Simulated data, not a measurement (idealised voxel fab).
process module | voxel local oxidation
cross-section cut | 290 nm wide | cells 5 nm
A cross-section is a grid of square cells, given in bands from the top down. A band is one or more rows of cells.
Each band's line starts with the height of the band's top and of its bottom, in nm. Then come its materials from left to right, each with its width in nm. One material with "throughout" fills the band from edge to edge. "air" is empty space.
Height 0 is the level under which the wafer as received is all one material. The lowest band goes on downwards, as in "0 down".
A width such as "30 to 40" changes by the same amount from each row of cells to the next, from the band's top row to its bottom row.
"no change" after a step means that no cell of the cross-section changed.
closed voids: empty space of 8 cells or more with no open way to the top, each as width x height at its distance from the left edge, in nm
after a step's settings: what the simulator itself notes on the step
overlay nm, on a step with a mask: how far to the right of its planned place the mask lay; to the left if negative
plan
1 op RECEIVE | material Si
2 op CONFORMAL_DEP | material SiO2 | thk nm 5
3 op CONFORMAL_DEP | material SiN | thk nm 15
4 op MASKED_ETCH | tone cover | mask id ACTIVE | width nm 90 | pitch nm 130 | etch materials SiN | depth nm 15 | overlay nm 0
5 op SELECTIVE_ETCH | etch materials SiO2 | depth nm 5
6 op OXIDIZE | depth nm 15
7 op STRIP | etch materials SiN
as received, after step 1
  0 down: Si throughout
  closed voids: none
a wafer at the end: this start, this plan, one mistake
  5 to 0: SiO2 30 | air 100 | SiO2 30 | air 100 | SiO2 30
  0 to -15: Si 15 | SiO2 260 | Si 15
  -15 down: Si throughout
  closed voids: none
what went wrong: step 4 ran as: op MASKED_ETCH | tone open | mask id ACTIVE | width nm 90 | pitch nm 130 | etch materials SiN | depth nm 15 | overlay nm 0
